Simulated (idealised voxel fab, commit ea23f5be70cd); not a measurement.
Name of the process module below: voxel plated lines
Cross-section cut: width 265 nm, square cells of 5 nm.
In what follows, cross-sections appear as grids of square cells, described through bands that run from the top down, where every band is one or more rows of cells. It is stipulated that each band's entry specify, in nanometres, the height of the top of the band and then that of its bottom, followed by the materials of the band in left-to-right sequence, each together with its width in nanometres. A single material marked by the word "edge to edge" is understood to fill the band from edge to edge; the word "air" is understood to denote empty space. Measure heights from 0. That's the level where, below it, the as-received wafer is all one material. The lowest band is bottomless and extends downward; write it as in "0 down". The two numbers in a width such as "30 to 40" mark its ends across the band: the first belongs to the top row of cells, the second to the bottom row, and from each row to the next the width moves by the same amount. Take "changes: none" at face value: in the step it is given for, the cross-section changed in none of its cells. Basically, "Internal closed voids" tells you about the enclosed voids: empty spaces with no open way to the top, 8 cells or bigger, each written width x height at distance, where distance is from the left edge, all in nm. Read whatever lies past the settings on a step's line as the simulator's own remark about the step. "overlay nm" on a masked step: distance the mask lay right of its planned place, negative for left.
Steps in the process plan
- 1: RECEIVE | material Si
- 2: CONFORMAL_DEP | material SiO2 | thk nm 5
- 3: DIRECTIONAL_DEP | material TiN | thk nm 5
- 4: PATTERN | tone open | mask id LINES | material resist | width nm 20 | pitch nm 45 | thk nm 25 | overlay nm 0
- 5: EPI | material Ru | thk nm 5
- 6: EPI | material Ru | thk nm 5
- 7: STRIP | etch materials resist
- 8: DIRECTIONAL_ETCH | etch materials TiN | depth nm 5
- 9: CONFORMAL_DEP | material SiN | thk nm 5
Incoming wafer in cross-section (state: after step 1)
> 0 down: Si edge to edge
> Internal closed voids: none
Run as planned - first of the two wafers cross-sectioned at the end of the module
> 25 to 20: air 50 nm  SiN 30 nm  air 15 nm  SiN 30 nm  air 15 nm  SiN 30 nm  air 15 nm  SiN 30 nm  air 50 nm
> 20 to 10: air 50 nm  SiN 5 nm  Ru 20 nm  SiN 5 nm  air 15 nm  SiN 5 nm  Ru 20 nm  SiN 5 nm  air 15 nm  SiN 5 nm  Ru 20 nm  SiN 5 nm  air 15 nm  SiN 5 nm  Ru 20 nm  SiN 5 nm  air 50 nm
> 10 to 5: SiN 55 nm  TiN 20 nm  SiN 25 nm  TiN 20 nm  SiN 25 nm  TiN 20 nm  SiN 25 nm  TiN 20 nm  SiN 55 nm
> 5 to 0: SiO2 edge to edge
> 0 down: Si edge to edge
> Internal closed voids: none
Second of two wafers, module complete, sectioned: it shares the first wafer's start and plan but was run with one mistake
> 25 to 20: air 50 nm  SiN 35 nm  air 10 nm  SiN 35 nm  air 10 nm  SiN 35 nm  air 10 nm  SiN 35 nm  air 45 nm
> 20 to 10: air 50 nm  SiN 5 nm  Ru 25 nm  SiN 5 nm  air 10 nm  SiN 5 nm  Ru 25 nm  SiN 5 nm  air 10 nm  SiN 5 nm  Ru 25 nm  SiN 5 nm  air 10 nm  SiN 5 nm  Ru 25 nm  SiN 5 nm  air 45 nm
> 10 to 5: SiN 55 nm  TiN 25 nm  SiN 20 nm  TiN 25 nm  SiN 20 nm  TiN 25 nm  SiN 20 nm  TiN 25 nm  SiN 50 nm
> 5 to 0: SiO2 edge to edge
> 0 down: Si edge to edge
> Internal closed voids: none
What broke from the plan during processing? for step 4, the planned setting was not used; the step was instead run as PATTERN | tone open | mask id LINES | material resist | width nm 25 | pitch nm 45 | thk nm 25 | overlay nm 0
At the finish, the second wafer shows more or fewer cells for some materials than the first does: +8 Ru | +4 TiN
